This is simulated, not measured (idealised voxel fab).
A process module follows: voxel self aligned contacts.
For reference, the cross-section in this document is cut, with width 150 nm and square cells of 5 nm.
A cross-section is a grid of square cells, given in bands from the top down. A band is one or more rows of cells. This entry defines a band. It first specifies the height of the band's top and the height of its bottom in nm, and then specifies the band's materials from left to right, stating each material with its width in nm. The word "everywhere" identifies a single material that fills the band from edge to edge, while the word "blank" identifies empty space. Basically, 0 is our baseline, since under it the wafer straight out of the box is all one material. The bottom band has no lower end and keeps on going down, so it looks like "0 down". With a width like "30->40", each row of cells in the band differs from the next by the same amount, the top row carrying the first number and the bottom row the second. When a step is marked "everything unchanged", none of the cells in the cross-section changed during that step. Closed-off voids of 8+ cells (no open route to the top) go in "Enclosed empty spaces", written width x height at distance from the left edge, in nm. after a step's settings: what the simulator itself notes on the step. overlay nm: how far to the right of its planned place the mask lay on this masked step (negative: to the left).
## Process steps - plan
1 RECEIVE,material Si
2 CONFORMAL_DEP,material SiO2,thk nm 5
3 DIRECTIONAL_DEP,material polySi,thk nm 30
4 DIRECTIONAL_DEP,material SiN,thk nm 20
5 MASKED_ETCH,tone cover,mask id GATE,width nm 30,pitch nm 60,etch materials SiN,depth nm 20,overlay nm 0
6 MASKED_ETCH,tone cover,mask id GATE,width nm 30,pitch nm 60,etch materials polySi,depth nm 30,overlay nm 0
7 CONFORMAL_DEP,material SiN,thk nm 5
8 DIRECTIONAL_ETCH,etch materials SiN,depth nm 5
9 FILL_DEP,material SiO2,thk nm 20
10 CMP,height nm 65
11 DIRECTIONAL_DEP,material aC,thk nm 15
12 PATTERN,tone open,mask id CONTACT,material resist,width nm 40,thk nm 30,overlay nm 0
13 DIRECTIONAL_ETCH,etch materials aC,depth nm 15
14 STRIP,etch materials resist
15 DIRECTIONAL_ETCH,etch materials SiO2,depth nm 65
16 STRIP,etch materials aC
17 CONFORMAL_DEP,material TiN,thk nm 5
18 FILL_DEP,material W,thk nm 5
19 CMP,height nm 65
20 CONFORMAL_DEP,material SiN,thk nm 5
## Cross-section of the wafer at receipt, which is the condition after step 1
    0 down | Si everywhere
    Enclosed empty spaces: none
## The cross-section shown corresponds to the wafer at the conclusion of the module. The initial structure and the process plan are those presented above; however, one mistake occurred in executing the plan
    70 to 65 | SiN everywhere
    65 to 40 | 25 nm SiO2, 5 nm SiN, 30 nm polySi, 5 nm SiN, 5 nm TiN, 10 nm W, 5 nm TiN, 5 nm SiN, 30 nm polySi, 5 nm SiN, 25 nm SiO2
    40 to 35 | 25 nm SiO2, 5 nm SiN, 30 nm polySi, 5 nm SiN, 20 nm TiN, 5 nm SiN, 30 nm polySi, 5 nm SiN, 25 nm SiO2
    35 to 5 | polySi everywhere
    5 to 0 | SiO2 everywhere
    0 down | Si everywhere
    Enclosed empty spaces: none
In executing the process, a mistake was made relative to the plan: twice over, step 3 of the plan was run
